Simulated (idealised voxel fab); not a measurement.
The document below concerns the process module designated voxel capacitor over wiring.
cross-section cut | 250 nm wide | cells 5 nm
Heads up, the way a cross-section reads in here is a grid of square cells, handed over as bands from the top down, with every band being one or more rows of cells. Heights first: top, then bottom, in nm. Then materials, left to right, each with a width in nm. "full width" on a single material: fills the band edge to edge. "blank": empty space. For the purposes of this specification, 0 denotes the height below which the wafer in its as-received condition is composed wholly of one material, and the lowermost band, lacking a lower limit, extends downward without end, as expressed in "0 nm and below". The expression "30..40" gives the width at the extremes of the band, the first number at its top row of cells and the second at its bottom row, with the width changing by equal amounts from each row to the next in between. "no alteration" for a step: no cell of the cross-section changed in that step. Listed in "Sealed void listing": every empty space of 8 or more cells without an open way to the top. Form: width x height at distance, the distance being from the left edge, all in nm. If you see something after the settings on a step's line, that's the simulator's own remark about that step. For masked steps, "overlay nm" on the step line gives how far right of plan the mask actually lay; a minus sign means it lay to the left.

# plan
- 1: RECEIVE,material Si
- 2: CONFORMAL_DEP,material SiO2,thk nm 15
- 3: CONFORMAL_DEP,material SiCN,thk nm 5
- 4: DIRECTIONAL_DEP,material lowk,thk nm 15
- 5: DIRECTIONAL_DEP,material aC,thk nm 15
- 6: PATTERN,tone open,mask id METAL_1,material resist,width nm 30,pitch nm 90,thk nm 30,overlay nm 0
- 7: DIRECTIONAL_ETCH,etch materials aC,depth nm 15
- 8: STRIP,etch materials resist
- 9: DIRECTIONAL_ETCH,etch materials lowk,depth nm 15
- 10: DIRECTIONAL_ETCH,etch materials SiCN,depth nm 5
- 11: STRIP,etch materials aC
- 12: CONFORMAL_DEP,material TiN,thk nm 5
- 13: FILL_DEP,material Cu,thk nm 10
- 14: CMP,height nm 35
- 15: CONFORMAL_DEP,material SiCN,thk nm 5
- 16: DIRECTIONAL_DEP,material SiO2,thk nm 15
- 17: MASKED_ETCH,tone open,mask id PLUG_1,width nm 15,etch materials SiO2,depth nm 15,overlay nm 0
- 18: MASKED_ETCH,tone open,mask id PLUG_1,width nm 15,etch materials SiCN,depth nm 5,overlay nm 0
- 19: EPI,material Ru,thk nm 10
- 20: EPI,material Ru,thk nm 10
- 21: DIRECTIONAL_DEP,material TiN,thk nm 10
- 22: DIRECTIONAL_DEP,material Al2O3,thk nm 5
- 23: DIRECTIONAL_DEP,material TiN,thk nm 10
- 24: MASKED_ETCH,tone cover,mask id UPPER_PLATE,width nm 65,etch materials TiN,depth nm 10,overlay nm 0
- 25: MASKED_ETCH,tone cover,mask id UPPER_PLATE,width nm 65,etch materials Al2O3,depth nm 5,overlay nm 0
- 26: PATTERN,tone cover,mask id LOWER_PLATE,material resist,width nm 75,thk nm 20,overlay nm 0
- 27: DIRECTIONAL_ETCH,etch materials TiN,depth nm 10
- 28: STRIP,etch materials resist
- 29: FILL_DEP,material SiO2,thk nm 15
- 30: CMP,height nm 90
- 31: PATTERN,tone open,mask id PLUG_2,material resist,width nm 15,thk nm 15,overlay nm 0
- 32: DIRECTIONAL_ETCH,etch materials SiO2,depth nm 10
- 33: STRIP,etch materials resist
- 34: CONFORMAL_DEP,material TiN,thk nm 5
- 35: FILL_DEP,material Ru,thk nm 5
- 36: CMP,height nm 90
- 37: CONFORMAL_DEP,material SiCN,thk nm 5

# first wafer, as planned

# Step 1 complete: cross-section of the wafer as received
  0 nm and below  Si full width
  Sealed void listing: none

# Wafer after step 2 (cross-section)
  15 nm to 0 nm  SiO2 full width
  For the remainder of the cross-section, below 0, there is no change.

# Wafer after step 3 (cross-section)
  20 nm to 15 nm  SiCN full width
  For the remainder of the cross-section, below 15, there is no change.

# Wafer after step 4 (cross-section)
  35 nm to 20 nm  lowk full width
  For the remainder of the cross-section, below 20, there is no change.

# Wafer after step 5 (cross-section)
  50 nm to 35 nm  aC full width
  For the remainder of the cross-section, below 35, there is no change.

# Wafer after step 6 (cross-section)
  80 nm to 50 nm  resist=65 | blank=30 | resist=60 | blank=30 | resist=65
  For the remainder of the cross-section, below 50, there is no change.

# Wafer after step 7 (cross-section)
  65 nm to 50 nm  resist=65 | blank=30 | resist=60 | blank=30 | resist=65
  50 nm to 35 nm  aC=65 | blank=30 | aC=60 | blank=30 | aC=65
  For the remainder of the cross-section, below 35, there is no change.

# Wafer after step 8 (cross-section)
  50 nm to 35 nm  aC=65 | blank=30 | aC=60 | blank=30 | aC=65
  For the remainder of the cross-section, below 35, there is no change.

# Wafer after step 9 (cross-section)
  50 nm to 35 nm  aC=65 | blank=30 | aC=60 | blank=30 | aC=65
  35 nm to 20 nm  lowk=65 | blank=30 | lowk=60 | blank=30 | lowk=65
  For the remainder of the cross-section, below 20, there is no change.

# Wafer after step 10 (cross-section)
  50 nm to 35 nm  aC=65 | blank=30 | aC=60 | blank=30 | aC=65
  35 nm to 20 nm  lowk=65 | blank=30 | lowk=60 | blank=30 | lowk=65
  20 nm to 15 nm  SiCN=65 | blank=30 | SiCN=60 | blank=30 | SiCN=65
  For the remainder of the cross-section, below 15, there is no change.

# Wafer after step 11 (cross-section)
  35 nm to 20 nm  lowk=65 | blank=30 | lowk=60 | blank=30 | lowk=65
  For the remainder of the cross-section, below 20, there is no change.

# Wafer after step 12 (cross-section)
  40 nm to 35 nm  TiN=70 | blank=20 | TiN=70 | blank=20 | TiN=70
  35 nm to 20 nm  lowk=65 | TiN=5 | blank=20 | TiN=5 | lowk=60 | TiN=5 | blank=20 | TiN=5 | lowk=65
  20 nm to 15 nm  SiCN=65 | TiN=30 | SiCN=60 | TiN=30 | SiCN=65
  For the remainder of the cross-section, below 15, there is no change.

# Wafer after step 13 (cross-section)
  50 nm to 40 nm  Cu full width
  40 nm to 35 nm  TiN=70 | Cu=20 | TiN=70 | Cu=20 | TiN=70
  35 nm to 20 nm  lowk=65 | TiN=5 | Cu=20 | TiN=5 | lowk=60 | TiN=5 | Cu=20 | TiN=5 | lowk=65
  For the remainder of the cross-section, below 20, there is no change.

# Wafer after step 14 (cross-section)
  35 nm to 20 nm  lowk=65 | TiN=5 | Cu=20 | TiN=5 | lowk=60 | TiN=5 | Cu=20 | TiN=5 | lowk=65
  For the remainder of the cross-section, below 20, there is no change.

# Wafer after step 15 (cross-section)
  40 nm to 35 nm  SiCN full width
  For the remainder of the cross-section, below 35, there is no change.

# Wafer after step 16 (cross-section)
  55 nm to 40 nm  SiO2 full width
  For the remainder of the cross-section, below 40, there is no change.

# Wafer after step 17 (cross-section)
  55 nm to 40 nm  SiO2=80 | blank=15 | SiO2=155
  For the remainder of the cross-section, below 40, there is no change.

# Wafer after step 18 (cross-section)
  55 nm to 40 nm  SiO2=80 | blank=15 | SiO2=155
  40 nm to 35 nm  SiCN=80 | blank=15 | SiCN=155
  For the remainder of the cross-section, below 35, there is no change.

# Wafer after step 19 (cross-section)
  55 nm to 45 nm  SiO2=80 | blank=15 | SiO2=155
  45 nm to 40 nm  SiO2=80 | Ru=15 | SiO2=155
  40 nm to 35 nm  SiCN=80 | Ru=15 | SiCN=155
  For the remainder of the cross-section, below 35, there is no change.

# Wafer after step 20 (cross-section)
  55 nm to 40 nm  SiO2=80 | Ru=15 | SiO2=155
  For the remainder of the cross-section, below 40, there is no change.

# Wafer after step 21 (cross-section)
  65 nm to 55 nm  TiN full width
  For the remainder of the cross-section, below 55, there is no change.

# Wafer after step 22 (cross-section)
  70 nm to 65 nm  Al2O3 full width
  For the remainder of the cross-section, below 65, there is no change.

# Wafer after step 23 (cross-section)
  80 nm to 70 nm  TiN full width
  For the remainder of the cross-section, below 70, there is no change.

# Wafer after step 24 (cross-section)
  80 nm to 70 nm  blank=80 | TiN=65 | blank=105
  For the remainder of the cross-section, below 70, there is no change.

# Wafer after step 25 (cross-section)
  80 nm to 70 nm  blank=80 | TiN=65 | blank=105
  70 nm to 65 nm  blank=80 | Al2O3=65 | blank=105
  For the remainder of the cross-section, below 65, there is no change.

# Wafer after step 26 (cross-section)
  100 nm to 80 nm  blank=75 | resist=75 | blank=100
  80 nm to 70 nm  blank=75 | resist=5 | TiN=65 | resist=5 | blank=100
  70 nm to 65 nm  blank=75 | resist=5 | Al2O3=65 | resist=5 | blank=100
  For the remainder of the cross-section, below 65, there is no change.

# Wafer after step 27 (cross-section)
  100 nm to 80 nm  blank=75 | resist=75 | blank=100
  80 nm to 70 nm  blank=75 | resist=5 | TiN=65 | resist=5 | blank=100
  70 nm to 65 nm  blank=75 | resist=5 | Al2O3=65 | resist=5 | blank=100
  65 nm to 55 nm  blank=75 | TiN=75 | blank=100
  For the remainder of the cross-section, below 55, there is no change.

# Wafer after step 28 (cross-section)
  80 nm to 70 nm  blank=80 | TiN=65 | blank=105
  70 nm to 65 nm  blank=80 | Al2O3=65 | blank=105
  For the remainder of the cross-section, below 65, there is no change.

# Wafer after step 29 (cross-section)
  95 nm to 80 nm  SiO2 full width
  80 nm to 70 nm  SiO2=80 | TiN=65 | SiO2=105
  70 nm to 65 nm  SiO2=80 | Al2O3=65 | SiO2=105
  65 nm to 55 nm  SiO2=75 | TiN=75 | SiO2=100
  For the remainder of the cross-section, below 55, there is no change.

# Wafer after step 30 (cross-section)
  90 nm to 80 nm  SiO2 full width
  For the remainder of the cross-section, below 80, there is no change.

# Wafer after step 31 (cross-section)
  105 nm to 90 nm  resist=90 | blank=15 | resist=145
  For the remainder of the cross-section, below 90, there is no change.

# Wafer after step 32 (cross-section)
  105 nm to 90 nm  resist=90 | blank=15 | resist=145
  90 nm to 80 nm  SiO2=90 | blank=15 | SiO2=145
  For the remainder of the cross-section, below 80, there is no change.

# Wafer after step 33 (cross-section)
  90 nm to 80 nm  SiO2=90 | blank=15 | SiO2=145
  For the remainder of the cross-section, below 80, there is no change.

# Wafer after step 34 (cross-section)
  95 nm to 90 nm  TiN=95 | blank=5 | TiN=150
  90 nm to 85 nm  SiO2=90 | TiN=5 | blank=5 | TiN=5 | SiO2=145
  85 nm to 80 nm  SiO2=90 | TiN=15 | SiO2=145
  For the remainder of the cross-section, below 80, there is no change.

# Wafer after step 35 (cross-section)
  100 nm to 95 nm  Ru full width
  95 nm to 90 nm  TiN=95 | Ru=5 | TiN=150
  90 nm to 85 nm  SiO2=90 | TiN=5 | Ru=5 | TiN=5 | SiO2=145
  For the remainder of the cross-section, below 85, there is no change.

# Wafer after step 36 (cross-section)
  90 nm to 85 nm  SiO2=90 | TiN=5 | Ru=5 | TiN=5 | SiO2=145
  For the remainder of the cross-section, below 85, there is no change.

# Wafer after step 37 (cross-section)
  95 nm to 90 nm  SiCN full width
  For the remainder of the cross-section, below 90, there is no change.

# Wafer two of two - same starting point, same process plan, one mistake in execution; matches wafer one up to and including step 15

# X-section, second wafer, when step 16 was due to finish
  70 nm to 40 nm  SiO2 full width
  For the remainder of the cross-section, below 40, there is no change.

# X-section, second wafer, when step 17 was due to finish
  70 nm to 55 nm  SiO2=80 | blank=15 | SiO2=155
  For the remainder of the cross-section, below 55, there is no change.

X-section, second wafer, when step 18 was due to finish: no alteration

X-section, second wafer, when step 19 was due to finish: no alteration

X-section, second wafer, when step 20 was due to finish: no alteration

# X-section, second wafer, when step 21 was due to finish
  80 nm to 70 nm  TiN=80 | blank=15 | TiN=155
  70 nm to 65 nm  SiO2=80 | blank=15 | SiO2=155
  65 nm to 55 nm  SiO2=80 | TiN=15 | SiO2=155
  For the remainder of the cross-section, below 55, there is no change.

# X-section, second wafer, when step 22 was due to finish
  85 nm to 80 nm  Al2O3=80 | blank=15 | Al2O3=155
  80 nm to 70 nm  TiN=80 | blank=15 | TiN=155
  70 nm to 65 nm  SiO2=80 | Al2O3=15 | SiO2=155
  For the remainder of the cross-section, below 65, there is no change.

# X-section, second wafer, when step 23 was due to finish
  95 nm to 85 nm  TiN=80 | blank=15 | TiN=155
  85 nm to 80 nm  Al2O3=80 | blank=15 | Al2O3=155
  80 nm to 70 nm  TiN full width
  For the remainder of the cross-section, below 70, there is no change.

# X-section, second wafer, when step 24 was due to finish
  95 nm to 85 nm  blank=95 | TiN=50 | blank=105
  For the remainder of the cross-section, below 85, there is no change.

# X-section, second wafer, when step 25 was due to finish
  95 nm to 85 nm  blank=95 | TiN=50 | blank=105
  85 nm to 80 nm  blank=95 | Al2O3=50 | blank=105
  For the remainder of the cross-section, below 80, there is no change.

# X-section, second wafer, when step 26 was due to finish
  115 nm to 95 nm  blank=75 | resist=75 | blank=100
  95 nm to 85 nm  blank=75 | resist=20 | TiN=50 | resist=5 | blank=100
  85 nm to 80 nm  blank=75 | resist=20 | Al2O3=50 | resist=5 | blank=100
  For the remainder of the cross-section, below 80, there is no change.

# X-section, second wafer, when step 27 was due to finish
  115 nm to 95 nm  blank=75 | resist=75 | blank=100
  95 nm to 85 nm  blank=75 | resist=20 | TiN=50 | resist=5 | blank=100
  85 nm to 80 nm  blank=75 | resist=20 | Al2O3=50 | resist=5 | blank=100
  80 nm to 70 nm  blank=75 | TiN=75 | blank=100
  For the remainder of the cross-section, below 70, there is no change.

# X-section, second wafer, when step 28 was due to finish
  95 nm to 85 nm  blank=95 | TiN=50 | blank=105
  85 nm to 80 nm  blank=95 | Al2O3=50 | blank=105
  For the remainder of the cross-section, below 80, there is no change.

# X-section, second wafer, when step 29 was due to finish
  110 nm to 95 nm  SiO2 full width
  95 nm to 85 nm  SiO2=95 | TiN=50 | SiO2=105
  85 nm to 80 nm  SiO2=95 | Al2O3=50 | SiO2=105
  80 nm to 70 nm  SiO2=75 | TiN=75 | SiO2=100
  For the remainder of the cross-section, below 70, there is no change.

# X-section, second wafer, when step 30 was due to finish
  90 nm to 85 nm  SiO2=95 | TiN=50 | SiO2=105
  For the remainder of the cross-section, below 85, there is no change.

# X-section, second wafer, when step 31 was due to finish
  105 nm to 90 nm  resist=90 | blank=15 | resist=145
  For the remainder of the cross-section, below 90, there is no change.

# X-section, second wafer, when step 32 was due to finish
  105 nm to 90 nm  resist=90 | blank=15 | resist=145
  90 nm to 85 nm  SiO2=90 | blank=5 | TiN=50 | SiO2=105
  85 nm to 80 nm  SiO2=90 | blank=5 | Al2O3=50 | SiO2=105
  For the remainder of the cross-section, below 80, there is no change.

# X-section, second wafer, when step 33 was due to finish
  90 nm to 85 nm  SiO2=90 | blank=5 | TiN=50 | SiO2=105
  For the remainder of the cross-section, below 85, there is no change.

# X-section, second wafer, when step 34 was due to finish
  95 nm to 90 nm  TiN full width
  90 nm to 85 nm  SiO2=90 | TiN=55 | SiO2=105
  85 nm to 80 nm  SiO2=90 | TiN=5 | Al2O3=50 | SiO2=105
  For the remainder of the cross-section, below 80, there is no change.

# X-section, second wafer, when step 35 was due to finish
  100 nm to 95 nm  Ru full width
  For the remainder of the cross-section, below 95, there is no change.

# X-section, second wafer, when step 36 was due to finish
  90 nm to 85 nm  SiO2=90 | TiN=55 | SiO2=105
  For the remainder of the cross-section, below 85, there is no change.

# X-section, second wafer, when step 37 was due to finish
  95 nm to 90 nm  SiCN full width
  For the remainder of the cross-section, below 90, there is no change.
Run error: heads up, step 16 of the plan got done twice
Wrapping up, a cell-based count of both wafers puts the second over or under the first for these materials: -13 Ru, +3 SiCN, +23 SiO2, -13 TiN
